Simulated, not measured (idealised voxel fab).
Process module, titled voxel self aligned contacts
The figure presents cross-section cut, which has a width of 250 nm and is divided into square cells with an edge length of 5 nm.
Notation: cross-section as square-cell grid; stated in bands, top first, going down; one or more cell rows per band. Basically the band line says how high the top is and how high the bottom is, in nm, and then what's in it from left to right, every material with its width in nm. Empty space shows up as "empty", and if a single material carries "edge to edge" it runs the full band edge to edge. Height reference: 0 = level under which incoming wafer is all one material. Lowest band: no bottom, runs on downward, e.g. "0 and below". Width "30..40": first value at the band's top row of cells, second value at its bottom row, equal change from row to row. "nothing different" for a step: no cell of the cross-section changed in that step. In the "Tabulated closed voids" entry, you get each enclosed empty space of 8 cells or more, one with no open way to the top, written width x height at distance, distance from the left edge, in nm. Heads up: the bit after the settings on a step's line is the simulator's remark on that step. overlay nm: mask offset rightward from planned place, masked step; negative means leftward offset.

# The planned process steps are enumerated hereunder
1: RECEIVE: material Si
2: OXIDIZE: depth nm 5
3: DIRECTIONAL_DEP: material polySi, thk nm 30
4: DIRECTIONAL_DEP: material SiN, thk nm 15
5: DIRECTIONAL_DEP: material aC, thk nm 10
6: PATTERN: tone cover, mask id GATE, material resist, width nm 30, pitch nm 55, thk nm 25, overlay nm 0
7: DIRECTIONAL_ETCH: etch materials aC, depth nm 10
8: STRIP: etch materials resist
9: DIRECTIONAL_ETCH: etch materials SiN, depth nm 15
10: DIRECTIONAL_ETCH: etch materials polySi, depth nm 30
11: STRIP: etch materials aC
12: CONFORMAL_DEP: material SiN, thk nm 5
13: DIRECTIONAL_ETCH: etch materials SiN, depth nm 5
14: FILL_DEP: material SiO2, thk nm 15
15: CMP: height nm 55
16: DIRECTIONAL_DEP: material aC, thk nm 10
17: PATTERN: tone open, mask id CONTACT, material resist, width nm 35, pitch nm 55, thk nm 25, overlay nm 0
18: DIRECTIONAL_ETCH: etch materials aC, depth nm 10
19: STRIP: etch materials resist
20: DIRECTIONAL_ETCH: etch materials SiO2, depth nm 60
21: STRIP: etch materials aC
22: CONFORMAL_DEP: material TiN, thk nm 5
23: FILL_DEP: material W, thk nm 10
24: CMP: height nm 55
25: CONFORMAL_DEP: material SiCN, thk nm 5

# Incoming wafer in cross-section (state: after step 1)
* 0 and below: Si edge to edge
* Tabulated closed voids: none

# The first of two wafers, cross-sectioned at the end of the module, with the run proceeding as planned
* 60 down to 55: SiCN edge to edge
* 55 down to 45: SiO2 80, TiN 5..15, W 25..5, TiN 5..15, SiO2 20, TiN 5..15, W 25..5, TiN 5..15, SiO2 80
* 45 down to 30: SiO2 50, SiN 40, TiN 5, W 5, TiN 5, SiN 40, TiN 5, W 5, TiN 5, SiN 40, SiO2 50
* 30 down to 0: SiO2 50, SiN 5, polySi 30, SiN 5, TiN 5, W 5, TiN 5, SiN 5, polySi 30, SiN 5, TiN 5, W 5, TiN 5, SiN 5, polySi 30, SiN 5, SiO2 50
* 0 down to -5: SiO2 90, TiN 15, SiO2 40, TiN 15, SiO2 90
* -5 and below: Si edge to edge
* Tabulated closed voids: none

# Module end: cross-section of wafer two of two. Same start and process plan as the first wafer. One mistake during execution
* 60 down to 55: SiCN edge to edge
* 55 down to 45: SiO2 80, SiN 5..15, W 25..5, SiN 5..15, SiO2 20, SiN 5..15, W 25..5, SiN 5..15, SiO2 80
* 45 down to 30: SiO2 50, SiN 45, W 5, SiN 50, W 5, SiN 45, SiO2 50
* 30 down to 0: SiO2 50, SiN 5, polySi 30, SiN 10, W 5, SiN 10, polySi 30, SiN 10, W 5, SiN 10, polySi 30, SiN 5, SiO2 50
* 0 down to -5: SiO2 90, SiN 15, SiO2 40, SiN 15, SiO2 90
* -5 and below: Si edge to edge
* Tabulated closed voids: none
Where did the run depart from the plan? step 22 changed vs plan, executed as CONFORMAL_DEP: material SiN, thk nm 5
The second wafer ends with more or fewer cells of some materials than the first, per final count: 58 more of SiN, 58 fewer of TiN
